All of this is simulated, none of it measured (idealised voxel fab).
Title: Process Module voxel gate over fins
Cross-sectional view cut (width: 280 nm; square cell size: 5 nm).
Notation: cross-section as square-cell grid; stated in bands, top first, going down; one or more cell rows per band. This entry defines a band. It first specifies the height of the band's top and the height of its bottom in nm, and then specifies the band's materials from left to right, stating each material with its width in nm. The word "all across" identifies a single material that fills the band from edge to edge, while the word "air" identifies empty space. Heads up on the height convention: 0 is the point under which the incoming wafer is all one material, and the lowest band has no bottom, it just keeps going down, like "z 0 and below". Note: "30..40" means the width goes from the first number (top row of the band) to the second number (bottom row) in equal steps per row of cells. "same as before" for a step: no cell of the cross-section changed in that step. "Enclosed void listing" contains a list of empty spaces, each no smaller than 8 cells and without an open way to the top, written in the form width x height at distance with the distance from the left edge and all three in nm. Where a step's line continues beyond its settings, the continuation is a remark by the simulator itself on that step. When a step includes a mask, the "overlay nm" setting on its line states how far to the right of its planned place that mask lay, and negative values state how far to the left.
[These are the steps we planned for the process]
1) RECEIVE,material Si
2) CONFORMAL_DEP,material SiN,thk nm 5
3) PATTERN,tone cover,mask id FINS,material resist,width nm 15,pitch nm 45,thk nm 20,overlay nm 0
4) DIRECTIONAL_ETCH,etch materials SiN,depth nm 5
5) DIRECTIONAL_ETCH,etch materials Si,depth nm 35
6) STRIP,etch materials resist
7) FILL_DEP,material SiO2,thk nm 15
8) CMP,height nm 5
9) SELECTIVE_ETCH,etch materials SiO2,depth nm 20
10) STRIP,etch materials SiN
11) CONFORMAL_DEP,material HfO2,thk nm 5
12) CONFORMAL_DEP,material TiN,thk nm 5
13) CONFORMAL_DEP,material TiAl,thk nm 5
14) CONFORMAL_DEP,material TiN,thk nm 5
15) FILL_DEP,material W,thk nm 10
16) CMP,height nm 25
17) CONFORMAL_DEP,material SiN,thk nm 10
[As received (post step 1): cross-section]
* z 0 and below | Si all across
* Enclosed void listing: none
[Here's the cross-section of the first of our two wafers at the end of the module - it ran as planned]
* z 35 to 25 | SiN all across
* z 25 to 20 | W all across
* z 20 to 15 | 90 of W; 100 of TiN; 90 of W
* z 15 to 10 | 90 of W; 5 of TiN; 90 of TiAl; 5 of TiN; 90 of W
* z 10 to 5 | 90 of W; 5 of TiN; 5 of TiAl; 35 of TiN; 10 of TiAl; 35 of TiN; 5 of TiAl; 5 of TiN; 90 of W
* z 5 to 0 | 95 of TiN; 5 of TiAl; 5 of TiN; 25 of HfO2; 5 of TiN; 10 of TiAl; 5 of TiN; 25 of HfO2; 5 of TiN; 5 of TiAl; 95 of TiN
* z 0 to -5 | 100 of TiAl; 5 of TiN; 5 of HfO2; 15 of Si; 5 of HfO2; 5 of TiN; 10 of TiAl; 5 of TiN; 5 of HfO2; 15 of Si; 5 of HfO2; 5 of TiN; 100 of TiAl
* z -5 to -10 | 105 of TiN; 5 of HfO2; 15 of Si; 5 of HfO2; 20 of TiN; 5 of HfO2; 15 of Si; 5 of HfO2; 105 of TiN
* z -10 to -15 | 110 of HfO2; 15 of Si; 30 of HfO2; 15 of Si; 110 of HfO2
* z -15 to -35 | 110 of SiO2; 15 of Si; 30 of SiO2; 15 of Si; 110 of SiO2
* z -35 and below | Si all across
* Enclosed void listing: none
[So this is wafer number two of the two, cut at the end of the module - it started where the first did and had the same plan, we just got one thing wrong running it]
* z 35 to 25 | SiN all across
* z 25 to 20 | W all across
* z 20 to 10 | 90 of W; 100 of TiN; 90 of W
* z 10 to 5 | 90 of W; 10 of TiN; 35 of TiAl; 10 of TiN; 35 of TiAl; 10 of TiN; 90 of W
* z 5 to 0 | 100 of TiN; 5 of TiAl; 25 of HfO2; 5 of TiAl; 10 of TiN; 5 of TiAl; 25 of HfO2; 5 of TiAl; 100 of TiN
* z 0 to -5 | 100 of TiN; 5 of TiAl; 5 of HfO2; 15 of Si; 5 of HfO2; 5 of TiAl; 10 of TiN; 5 of TiAl; 5 of HfO2; 15 of Si; 5 of HfO2; 5 of TiAl; 100 of TiN
* z -5 to -10 | 105 of TiAl; 5 of HfO2; 15 of Si; 5 of HfO2; 20 of TiAl; 5 of HfO2; 15 of Si; 5 of HfO2; 105 of TiAl
* z -10 to -15 | 110 of HfO2; 15 of Si; 30 of HfO2; 15 of Si; 110 of HfO2
* z -15 to -35 | 110 of SiO2; 15 of Si; 30 of SiO2; 15 of Si; 110 of SiO2
* z -35 and below | Si all across
* Enclosed void listing: none
Against the plan, the run slipped here: steps 12 and 13: order swapped relative to plan
Upon completion, the cell count for each material on the second wafer equals that on the first, whereas the spatial distribution of those cells differs.
